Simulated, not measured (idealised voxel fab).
Process module under the name voxel ribs on slabs
The width of the displayed cross-section, cut, is 200 nm; its cells are square, with a size of 5 nm.
In what follows, cross-sections appear as grids of square cells, described through bands that run from the top down, where every band is one or more rows of cells. Basically the band line says how high the top is and how high the bottom is, in nm, and then what's in it from left to right, every material with its width in nm. Empty space shows up as "air", and if a single material carries "full width" it runs the full band edge to edge. Height reference: 0 = level under which incoming wafer is all one material. Lowest band: no bottom, runs on downward, e.g. "0..down". Width "30..40": first value at the band's top row of cells, second value at its bottom row, equal change from row to row. A step reported as "no alterations made" is a step in which no cell of the cross-section changed. In "Sealed void list" the enclosed voids are listed, meaning empty spaces of 8 cells or larger without any opening to the top. The form is width x height at distance, distance from the left edge, units nm. Step line, after settings: the simulator's comment on this step. The optional step-line setting "overlay nm" applies to steps with a mask and quantifies how far to the right of its planned location the mask lay, a negative value indicating leftward placement.

Intended process steps:
1,RECEIVE | material Si
2,DIRECTIONAL_DEP | material SiO2 | thk nm 30
3,DIRECTIONAL_DEP | material SiN | thk nm 25
4,MASKED_ETCH | tone cover | mask id RIB | width nm 20 | etch materials SiN | depth nm 5 | overlay nm 0
5,PATTERN | tone cover | mask id SLAB | material resist | width nm 80 | thk nm 20 | overlay nm 0
6,DIRECTIONAL_ETCH | etch materials SiN | depth nm 20
7,STRIP | etch materials resist
8,FILL_DEP | material SiO2 | thk nm 15
9,CMP | height nm 65
10,DIRECTIONAL_DEP | material TiN | thk nm 10
11,MASKED_ETCH | tone cover | mask id HEATER | width nm 20 | etch materials TiN | depth nm 10 | overlay nm 0
12,CONFORMAL_DEP | material SiN | thk nm 10
Quick note for whoever runs this: the wafers start identical, but the width nm at step 11 isn't the same across them. The plan just shows what the first wafer had.

Cross-section of the first of several wafers on receipt, reflecting completion of step 1:
> 0..down  Si full width
> Sealed void list: none

Module finished, last step 12 done: cross-section of the first of several wafers:
> 85..75  80 of air / 40 of SiN / 80 of air
> 75..65  90 of SiN / 20 of TiN / 90 of SiN
> 65..55  SiO2 full width
> 55..50  90 of SiO2 / 20 of SiN / 90 of SiO2
> 50..30  60 of SiO2 / 80 of SiN / 60 of SiO2
> 30..0  SiO2 full width
> 0..down  Si full width
> Sealed void list: none

Last wafer at the end:
> 85..75  70 of air / 65 of SiN / 65 of air
> 75..65  80 of SiN / 45 of TiN / 75 of SiN
> 65..55  SiO2 full width
> 55..50  90 of SiO2 / 20 of SiN / 90 of SiO2
> 50..30  60 of SiO2 / 80 of SiN / 60 of SiO2
> 30..0  SiO2 full width
> 0..down  Si full width
> Sealed void list: none

Table: wafers, a row each; end-of-module cell change per material since receipt, gain (+), loss (-); then closed voids:
width nm 20 | +156 SiN | +452 SiO2 | +8 TiN | Sealed void list: none
width nm 25 | +156 SiN | +452 SiO2 | +10 TiN | Sealed void list: none
width nm 30 | +156 SiN | +452 SiO2 | +12 TiN | Sealed void list: none
width nm 35 | +156 SiN | +452 SiO2 | +14 TiN | Sealed void list: none
width nm 40 | +156 SiN | +452 SiO2 | +16 TiN | Sealed void list: none
width nm 45 | +156 SiN | +452 SiO2 | +18 TiN | Sealed void list: none
